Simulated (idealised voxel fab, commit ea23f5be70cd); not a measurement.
process module | voxel double patterning
In the cross-section labelled cut, the width is 150 nm and each square cell is 5 nm.
Cross-section format: a grid of square cells, given as bands from top to bottom; each band is one or more rows of cells. Within each band entry, the heights of the top and of the bottom of the band appear first, in that order and in nm; the materials of the band then follow from left to right, each with its corresponding width in nm. The designation "all across" on a single material indicates that it fills the band from edge to edge; the designation "empty" indicates empty space. For the purposes of this specification, 0 denotes the height below which the wafer in its as-received condition is composed wholly of one material, and the lowermost band, lacking a lower limit, extends downward without end, as expressed in "0 nm and below". You'd read "30->40" like this: the band's top row of cells is as wide as the first number, its bottom row is as wide as the second, and going down, every row changes width by the same amount as the row before did. It should be understood that the words "remained unchanged", when stated for a given step, signify that the cross-section underwent no change in any of its cells during that step. "Closed cavities" specifies each empty space that is not open to the top and that occupies no fewer than 8 cells, using the form width x height at distance, the distance measured from the left edge and all three quantities in nm. Read whatever lies past the settings on a step's line as the simulator's own remark about the step. A step's line can hold "overlay nm"; with a mask on that step, the setting says how far right of the planned place the mask lay, while a negative setting says it lay to the left.

# Planned step list for the process
1) RECEIVE (material Si)
2) CONFORMAL_DEP (material SiO2; thk nm 10)
3) DIRECTIONAL_DEP (material TiN; thk nm 10)
4) DIRECTIONAL_DEP (material SiN; thk nm 5)
5) MASKED_ETCH (tone open; mask id FIRST; width nm 15; pitch nm 50; etch materials SiN; depth nm 5; overlay nm 0)
6) DIRECTIONAL_DEP (material aC; thk nm 15)
7) PATTERN (tone open; mask id SECOND; material resist; width nm 15; pitch nm 50; thk nm 35; overlay nm 0)
8) DIRECTIONAL_ETCH (etch materials aC; depth nm 15)
9) STRIP (etch materials resist)
10) DIRECTIONAL_ETCH (etch materials SiN; depth nm 5)
11) STRIP (etch materials aC)
12) DIRECTIONAL_ETCH (etch materials TiN; depth nm 10)
13) STRIP (etch materials SiN)
It is noted that the wafers described herein are identical at the outset and are distinguished by the width nm of step 7; the value stated in the plan corresponds to the first wafer.

# So this is the first of several wafers, cross-sectioned as it came to us, meaning it's at the end of step 1
> 0 nm and below = Si all across
> Closed cavities: none

# Once step 13, the last step, is complete, the module is at its end; this is the cross-section of the first of several wafers
> 20 nm to 10 nm = 15 of TiN, 15 of empty, 10 of TiN, 15 of empty, 10 of TiN, 15 of empty, 10 of TiN, 15 of empty, 10 of TiN, 15 of empty, 20 of TiN
> 10 nm to 0 nm = SiO2 all across
> 0 nm and below = Si all across
> Closed cavities: none

# Last wafer of the set, cross-sectioned at end of module
> 20 nm to 10 nm = 15 of TiN, 15 of empty, 5 of TiN, 45 of empty, 5 of TiN, 45 of empty, 20 of TiN
> 10 nm to 0 nm = SiO2 all across
> 0 nm and below = Si all across
> Closed cavities: none

# Table: wafers, a row each; end-of-module cell change per material since receipt, gain (+), loss (-); then closed voids
width nm 15; +60 SiO2; +30 TiN; Closed cavities: none
width nm 20; +60 SiO2; +26 TiN; Closed cavities: none
width nm 25; +60 SiO2; +22 TiN; Closed cavities: none
width nm 30; +60 SiO2; +18 TiN; Closed cavities: none
